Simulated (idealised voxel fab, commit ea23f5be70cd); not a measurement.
Presented below is a process module, voxel self aligned contacts.
This is section cut - it's 285 nm across, gridded in 5 nm square cells.
Heads up, the way a cross-section reads in here is a grid of square cells, handed over as bands from the top down, with every band being one or more rows of cells.
First you get the band's top height and its bottom height, in nm, and then the materials it's made of, left to right, with each width in nm. If you see a single material with "throughout", that one covers the band edge to edge. "air" is empty space.
Heights are reckoned from 0. Under this level, the received wafer is all of one material. The bottommost band is open-ended downward, for example "0 nm and below".
Quick explanation for "30->40": the width changes in equal steps down the rows of cells, from the first number in the band's top row to the second number in its bottom row.
Where a step carries "no change occurred", the cross-section came out of it unchanged, cell for cell.
Listed in "Closed void list": every empty space of 8 or more cells without an open way to the top. Form: width x height at distance, the distance being from the left edge, all in nm.
On a step's line, text after the settings is the simulator commenting on that step.
If you see "overlay nm" on a step's line and that step has a mask, it's telling you how far right of where it was planned the mask ended up; a negative number means it went left instead.
Process steps - plan
step 1: RECEIVE (material Si)
step 2: OXIDIZE (depth nm 5)
step 3: DIRECTIONAL_DEP (material polySi; thk nm 30)
step 4: DIRECTIONAL_DEP (material SiN; thk nm 25)
step 5: PATTERN (tone cover; mask id GATE; material resist; width nm 35; pitch nm 75; thk nm 20; overlay nm 0)
step 6: DIRECTIONAL_ETCH (etch materials SiN; depth nm 25)
step 7: DIRECTIONAL_ETCH (etch materials polySi; depth nm 30)
step 8: STRIP (etch materials resist)
step 9: CONFORMAL_DEP (material SiN; thk nm 10)
step 10: DIRECTIONAL_ETCH (etch materials SiN; depth nm 5)
step 11: FILL_DEP (material SiO2; thk nm 20)
step 12: CMP (height nm 65)
step 13: PATTERN (tone open; mask id CONTACT; material resist; width nm 50; pitch nm 75; thk nm 15; overlay nm 0)
step 14: DIRECTIONAL_ETCH (etch materials SiO2; depth nm 70)
step 15: STRIP (etch materials resist)
step 16: CONFORMAL_DEP (material TiN; thk nm 5)
step 17: FILL_DEP (material W; thk nm 10)
step 18: CMP (height nm 65)
step 19: CONFORMAL_DEP (material SiN; thk nm 5)
What sets these wafers apart? The depth nm at step 10. They all start alike, and the plan carries the first wafer's value.
Step 1 complete: as-received cross-section of the first of several wafers
  0 nm and below | Si throughout
  Closed void list: none
The rows of the table below are wafers. Looking at the end of the module, a row counts, for every material, the cells the wafer has gained, shown as (+), or lost, shown as (-), since it was received; its closed voids come next
depth nm 5; -57 Si; +351 SiN; +270 SiO2; +64 TiN; +44 W; +126 polySi; Closed void list: none
depth nm 10; -57 Si; +294 SiN; +299 SiO2; +72 TiN; +64 W; +126 polySi; Closed void list: none
depth nm 15; -57 Si; +261 SiN; +320 SiO2; +72 TiN; +76 W; +126 polySi; Closed void list: none
depth nm 20; -57 Si; +228 SiN; +341 SiO2; +72 TiN; +88 W; +126 polySi; Closed void list: none
